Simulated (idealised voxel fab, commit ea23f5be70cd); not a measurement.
You're looking at the process module voxel self aligned contacts.
Xsec cut, 215 nm wide, square cell size 5 nm.
If you're reading a cross-section in this doc, picture square cells in a grid; it comes to you as bands, top ones listed first down to the bottom, and a band can be one or more rows of cells.
Heads up on the band format: heights come first, top then bottom, in nm. After that it's the materials left to right, each with its width in nm. A single material flagged "full width" fills the whole band edge to edge, and "empty" means there's empty space there.
Zero point of the height axis is 0; under it, received wafer = one material. Lowest band: continues down indefinitely, "0 -> down".
Graded width ("30..40"): value in top row of band = first number; value in bottom row = second number; row-to-row change constant.
Reading "no alteration" for a step: not a cell of the cross-section changed in it.
Enclosed voids (no open way to top), threshold 8 cells or more, entry "Sealed void inventory", notation width x height at distance, distance from left edge, nm.
Note: text after step settings on the step line = simulator remark on that step.
For masked steps, "overlay nm" on the step line gives how far right of plan the mask actually lay; a minus sign means it lay to the left.
INTENDED PROCESS STEPS
1) RECEIVE, material Si
2) CONFORMAL_DEP, material SiO2, thk nm 5
3) DIRECTIONAL_DEP, material polySi, thk nm 20
4) DIRECTIONAL_DEP, material SiN, thk nm 25
5) MASKED_ETCH, tone cover, mask id GATE, width nm 25, pitch nm 60, etch materials SiN, depth nm 25, overlay nm 0
6) MASKED_ETCH, tone cover, mask id GATE, width nm 25, pitch nm 60, etch materials polySi, depth nm 20, overlay nm 0
7) CONFORMAL_DEP, material SiN, thk nm 10
8) DIRECTIONAL_ETCH, etch materials SiN, depth nm 10
9) FILL_DEP, material SiO2, thk nm 10
10) CMP, height nm 55
11) DIRECTIONAL_DEP, material aC, thk nm 10
12) PATTERN, tone open, mask id CONTACT, material resist, width nm 45, thk nm 30, overlay nm 0
13) DIRECTIONAL_ETCH, etch materials aC, depth nm 10
14) STRIP, etch materials resist
15) DIRECTIONAL_ETCH, etch materials SiO2, depth nm 55
16) STRIP, etch materials aC
17) CONFORMAL_DEP, material TiN, thk nm 5
18) FILL_DEP, material Ru, thk nm 5
19) CMP, height nm 55
20) CONFORMAL_DEP, material SiCN, thk nm 5
THE FOLLOWING PERTAINS TO THE FIRST OF TWO WAFERS, WHICH WAS PROCESSED AS PLANNED
CROSS-SECTION, INCOMING MATERIAL, AFTER STEP 1
	0 -> down  Si full width
	Sealed void inventory: none
CROSS-SECTION OF THE WAFER SUBSEQUENT TO STEP 2
	5 -> 0  SiO2 full width
	Under the height 0 nothing was changed.
CROSS-SECTION OF THE WAFER SUBSEQUENT TO STEP 3
	25 -> 5  polySi full width
	Under the height 5 nothing was changed.
CROSS-SECTION OF THE WAFER SUBSEQUENT TO STEP 4
	50 -> 25  SiN full width
	Under the height 25 nothing was changed.
CROSS-SECTION OF THE WAFER SUBSEQUENT TO STEP 5
	50 -> 25  65 of empty / 25 of SiN / 35 of empty / 25 of SiN / 65 of empty
	Under the height 25 nothing was changed.
CROSS-SECTION OF THE WAFER SUBSEQUENT TO STEP 6
	50 -> 25  65 of empty / 25 of SiN / 35 of empty / 25 of SiN / 65 of empty
	25 -> 5  65 of empty / 25 of polySi / 35 of empty / 25 of polySi / 65 of empty
	Under the height 5 nothing was changed.
CROSS-SECTION OF THE WAFER SUBSEQUENT TO STEP 7
	60 -> 25  55 of empty / 45 of SiN / 15 of empty / 45 of SiN / 55 of empty
	25 -> 15  55 of empty / 10 of SiN / 25 of polySi / 10 of SiN / 15 of empty / 10 of SiN / 25 of polySi / 10 of SiN / 55 of empty
	15 -> 5  65 of SiN / 25 of polySi / 35 of SiN / 25 of polySi / 65 of SiN
	Under the height 5 nothing was changed.
CROSS-SECTION OF THE WAFER SUBSEQUENT TO STEP 8
	50 -> 25  55 of empty / 45 of SiN / 15 of empty / 45 of SiN / 55 of empty
	25 -> 5  55 of empty / 10 of SiN / 25 of polySi / 10 of SiN / 15 of empty / 10 of SiN / 25 of polySi / 10 of SiN / 55 of empty
	Under the height 5 nothing was changed.
CROSS-SECTION OF THE WAFER SUBSEQUENT TO STEP 9
	60 -> 50  SiO2 full width
	50 -> 25  55 of SiO2 / 45 of SiN / 15 of SiO2 / 45 of SiN / 55 of SiO2
	25 -> 5  55 of SiO2 / 10 of SiN / 25 of polySi / 10 of SiN / 15 of SiO2 / 10 of SiN / 25 of polySi / 10 of SiN / 55 of SiO2
	Under the height 5 nothing was changed.
CROSS-SECTION OF THE WAFER SUBSEQUENT TO STEP 10
	55 -> 50  SiO2 full width
	Under the height 50 nothing was changed.
CROSS-SECTION OF THE WAFER SUBSEQUENT TO STEP 11
	65 -> 55  aC full width
	Under the height 55 nothing was changed.
CROSS-SECTION OF THE WAFER SUBSEQUENT TO STEP 12
	95 -> 65  85 of resist / 45 of empty / 85 of resist
	Under the height 65 nothing was changed.
CROSS-SECTION OF THE WAFER SUBSEQUENT TO STEP 13
	85 -> 65  85 of resist / 45 of empty / 85 of resist
	65 -> 55  85 of aC / 45 of empty / 85 of aC
	Under the height 55 nothing was changed.
CROSS-SECTION OF THE WAFER SUBSEQUENT TO STEP 14
	65 -> 55  85 of aC / 45 of empty / 85 of aC
	Under the height 55 nothing was changed.
CROSS-SECTION OF THE WAFER SUBSEQUENT TO STEP 15
	65 -> 55  85 of aC / 45 of empty / 85 of aC
	55 -> 50  85 of SiO2 / 45 of empty / 85 of SiO2
	50 -> 25  55 of SiO2 / 45 of SiN / 15 of empty / 45 of SiN / 55 of SiO2
	25 -> 5  55 of SiO2 / 10 of SiN / 25 of polySi / 10 of SiN / 15 of empty / 10 of SiN / 25 of polySi / 10 of SiN / 55 of SiO2
	5 -> 0  100 of SiO2 / 15 of empty / 100 of SiO2
	Under the height 0 nothing was changed.
CROSS-SECTION OF THE WAFER SUBSEQUENT TO STEP 16
	55 -> 50  85 of SiO2 / 45 of empty / 85 of SiO2
	Under the height 50 nothing was changed.
CROSS-SECTION OF THE WAFER SUBSEQUENT TO STEP 17
	60 -> 55  90 of TiN / 35 of empty / 90 of TiN
	55 -> 50  85 of SiO2 / 20 of TiN / 5 of empty / 20 of TiN / 85 of SiO2
	50 -> 25  55 of SiO2 / 45 of SiN / 5 of TiN / 5 of empty / 5 of TiN / 45 of SiN / 55 of SiO2
	25 -> 5  55 of SiO2 / 10 of SiN / 25 of polySi / 10 of SiN / 5 of TiN / 5 of empty / 5 of TiN / 10 of SiN / 25 of polySi / 10 of SiN / 55 of SiO2
	5 -> 0  100 of SiO2 / 15 of TiN / 100 of SiO2
	Under the height 0 nothing was changed.
CROSS-SECTION OF THE WAFER SUBSEQUENT TO STEP 18
	65 -> 60  Ru full width
	60 -> 55  90 of TiN / 35 of Ru / 90 of TiN
	55 -> 50  85 of SiO2 / 20 of TiN / 5 of Ru / 20 of TiN / 85 of SiO2
	50 -> 25  55 of SiO2 / 45 of SiN / 5 of TiN / 5 of Ru / 5 of TiN / 45 of SiN / 55 of SiO2
	25 -> 5  55 of SiO2 / 10 of SiN / 25 of polySi / 10 of SiN / 5 of TiN / 5 of Ru / 5 of TiN / 10 of SiN / 25 of polySi / 10 of SiN / 55 of SiO2
	Under the height 5 nothing was changed.
CROSS-SECTION OF THE WAFER SUBSEQUENT TO STEP 19
	55 -> 50  85 of SiO2 / 20 of TiN / 5 of Ru / 20 of TiN / 85 of SiO2
	Under the height 50 nothing was changed.
CROSS-SECTION OF THE WAFER SUBSEQUENT TO STEP 20
	60 -> 55  SiCN full width
	Under the height 55 nothing was changed.
SECOND WAFER (IDENTICAL START AND PLAN, ONE PROCESSING ERROR; MATCHES FIRST WAFER THROUGH STEP 1)
Planned end of step 2: second wafer, cross-section: no alteration
PLANNED END OF STEP 3: SECOND WAFER, CROSS-SECTION
	20 -> 0  polySi full width
	Under the height 0 nothing was changed.
PLANNED END OF STEP 4: SECOND WAFER, CROSS-SECTION
	45 -> 20  SiN full width
	Under the height 20 nothing was changed.
PLANNED END OF STEP 5: SECOND WAFER, CROSS-SECTION
	45 -> 20  65 of empty / 25 of SiN / 35 of empty / 25 of SiN / 65 of empty
	Under the height 20 nothing was changed.
PLANNED END OF STEP 6: SECOND WAFER, CROSS-SECTION
	45 -> 20  65 of empty / 25 of SiN / 35 of empty / 25 of SiN / 65 of empty
	20 -> 0  65 of empty / 25 of polySi / 35 of empty / 25 of polySi / 65 of empty
	Under the height 0 nothing was changed.
PLANNED END OF STEP 7: SECOND WAFER, CROSS-SECTION
	55 -> 20  55 of empty / 45 of SiN / 15 of empty / 45 of SiN / 55 of empty
	20 -> 10  55 of empty / 10 of SiN / 25 of polySi / 10 of SiN / 15 of empty / 10 of SiN / 25 of polySi / 10 of SiN / 55 of empty
	10 -> 0  65 of SiN / 25 of polySi / 35 of SiN / 25 of polySi / 65 of SiN
	Under the height 0 nothing was changed.
PLANNED END OF STEP 8: SECOND WAFER, CROSS-SECTION
	45 -> 20  55 of empty / 45 of SiN / 15 of empty / 45 of SiN / 55 of empty
	20 -> 0  55 of empty / 10 of SiN / 25 of polySi / 10 of SiN / 15 of empty / 10 of SiN / 25 of polySi / 10 of SiN / 55 of empty
	Under the height 0 nothing was changed.
PLANNED END OF STEP 9: SECOND WAFER, CROSS-SECTION
	55 -> 45  SiO2 full width
	45 -> 20  55 of SiO2 / 45 of SiN / 15 of SiO2 / 45 of SiN / 55 of SiO2
	20 -> 0  55 of SiO2 / 10 of SiN / 25 of polySi / 10 of SiN / 15 of SiO2 / 10 of SiN / 25 of polySi / 10 of SiN / 55 of SiO2
	Under the height 0 nothing was changed.
Planned end of step 10: second wafer, cross-section: no alteration
PLANNED END OF STEP 11: SECOND WAFER, CROSS-SECTION
	65 -> 55  aC full width
	Under the height 55 nothing was changed.
PLANNED END OF STEP 12: SECOND WAFER, CROSS-SECTION
	95 -> 65  85 of resist / 45 of empty / 85 of resist
	Under the height 65 nothing was changed.
PLANNED END OF STEP 13: SECOND WAFER, CROSS-SECTION
	85 -> 65  85 of resist / 45 of empty / 85 of resist
	65 -> 55  85 of aC / 45 of empty / 85 of aC
	Under the height 55 nothing was changed.
PLANNED END OF STEP 14: SECOND WAFER, CROSS-SECTION
	65 -> 55  85 of aC / 45 of empty / 85 of aC
	Under the height 55 nothing was changed.
PLANNED END OF STEP 15: SECOND WAFER, CROSS-SECTION
	65 -> 55  85 of aC / 45 of empty / 85 of aC
	55 -> 45  85 of SiO2 / 45 of empty / 85 of SiO2
	45 -> 20  55 of SiO2 / 45 of SiN / 15 of empty / 45 of SiN / 55 of SiO2
	20 -> 0  55 of SiO2 / 10 of SiN / 25 of polySi / 10 of SiN / 15 of empty / 10 of SiN / 25 of polySi / 10 of SiN / 55 of SiO2
	Under the height 0 nothing was changed.
PLANNED END OF STEP 16: SECOND WAFER, CROSS-SECTION
	55 -> 45  85 of SiO2 / 45 of empty / 85 of SiO2
	Under the height 45 nothing was changed.
PLANNED END OF STEP 17: SECOND WAFER, CROSS-SECTION
	60 -> 55  90 of TiN / 35 of empty / 90 of TiN
	55 -> 45  85 of SiO2 / 5..20 of TiN / 35..5 of empty / 5..20 of TiN / 85 of SiO2
	45 -> 20  55 of SiO2 / 45 of SiN / 5 of TiN / 5 of empty / 5 of TiN / 45 of SiN / 55 of SiO2
	20 -> 5  55 of SiO2 / 10 of SiN / 25 of polySi / 10 of SiN / 5 of TiN / 5 of empty / 5 of TiN / 10 of SiN / 25 of polySi / 10 of SiN / 55 of SiO2
	5 -> 0  55 of SiO2 / 10 of SiN / 25 of polySi / 10 of SiN / 15 of TiN / 10 of SiN / 25 of polySi / 10 of SiN / 55 of SiO2
	Under the height 0 nothing was changed.
PLANNED END OF STEP 18: SECOND WAFER, CROSS-SECTION
	65 -> 60  Ru full width
	60 -> 55  90 of TiN / 35 of Ru / 90 of TiN
	55 -> 45  85 of SiO2 / 5..20 of TiN / 35..5 of Ru / 5..20 of TiN / 85 of SiO2
	45 -> 20  55 of SiO2 / 45 of SiN / 5 of TiN / 5 of Ru / 5 of TiN / 45 of SiN / 55 of SiO2
	20 -> 5  55 of SiO2 / 10 of SiN / 25 of polySi / 10 of SiN / 5 of TiN / 5 of Ru / 5 of TiN / 10 of SiN / 25 of polySi / 10 of SiN / 55 of SiO2
	Under the height 5 nothing was changed.
PLANNED END OF STEP 19: SECOND WAFER, CROSS-SECTION
	55 -> 45  85 of SiO2 / 5..20 of TiN / 35..5 of Ru / 5..20 of TiN / 85 of SiO2
	Under the height 45 nothing was changed.
PLANNED END OF STEP 20: SECOND WAFER, CROSS-SECTION
	60 -> 55  SiCN full width
	Under the height 55 nothing was changed.
Plan not followed: skipped: plan step 2 (never run)
Counted in cells at the end, the second wafer holds more or fewer of these materials than the first: 6 more of Ru, 6 fewer of SiO2
